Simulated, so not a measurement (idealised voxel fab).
Process module name: voxel trench capacitor
cross-section cut | 140 nm wide | cells 5 nm
When this document writes out a cross-section, it uses a grid of square cells and lists it as bands, beginning at the top and moving down, with a band standing for one or more rows of cells. Basically the band line says how high the top is and how high the bottom is, in nm, and then what's in it from left to right, every material with its width in nm. Empty space shows up as "air", and if a single material carries "everywhere" it runs the full band edge to edge. The level at which height equals 0 is the one under which the wafer, as it arrives, is entirely one material. No lower edge exists for the bottom band, which continues downward and is notated as in "0 and below". Width spec "30 to 40" -> top row of cells at first value, bottom row at second value, equal per-row change in between. For the purposes of this document, the phrase "stayed the same" attached to a step denotes that no cell within the cross-section was modified by that step. "Closed voids list" lists enclosed empty spaces (at least 8 cells, no open path upward to the top), each as width x height at distance from the left edge, in nm. after a step's settings: what the simulator itself notes on the step. What "overlay nm" on a step's line means: if the step has a mask, that mask lay this far to the right of its planned place, or, when the value is negative, to the left.
# The planned process steps are enumerated hereunder
1 RECEIVE,material Si
2 CONFORMAL_DEP,material SiN,thk nm 10
3 PATTERN,tone open,mask id TRENCH,material resist,width nm 30,pitch nm 55,thk nm 20,overlay nm 0
4 DIRECTIONAL_ETCH,etch materials SiN,depth nm 10
5 DIRECTIONAL_ETCH,etch materials Si,depth nm 35
6 STRIP,etch materials resist
7 CONFORMAL_DEP,material HfO2,thk nm 5
8 CONFORMAL_DEP,material TiN,thk nm 5
9 FILL_DEP,material W,thk nm 10
10 CMP,height nm 10
# Incoming wafer in cross-section (state: after step 1)
* 0 and below  Si everywhere
* Closed voids list: none
# Wafer cross-section at end of module: start and plan as shown above, one execution error
* 10 down to 0  SiN: 30, then TiN: 5, then W: 10, then TiN: 5, then SiN: 35, then TiN: 5, then W: 10, then TiN: 5, then SiN: 35
* 0 down to -25  Si: 25, then SiN: 5, then TiN: 5, then W: 10, then TiN: 5, then SiN: 5, then Si: 25, then SiN: 5, then TiN: 5, then W: 10, then TiN: 5, then SiN: 5, then Si: 30
* -25 down to -30  Si: 25, then SiN: 5, then TiN: 20, then SiN: 5, then Si: 25, then SiN: 5, then TiN: 20, then SiN: 5, then Si: 30
* -30 down to -35  Si: 25, then SiN: 30, then Si: 25, then SiN: 30, then Si: 30
* -35 and below  Si everywhere
* Closed voids list: none
Diagnosis: step 7 did not use the planned setting and instead ran as CONFORMAL_DEP,material SiN,thk nm 5
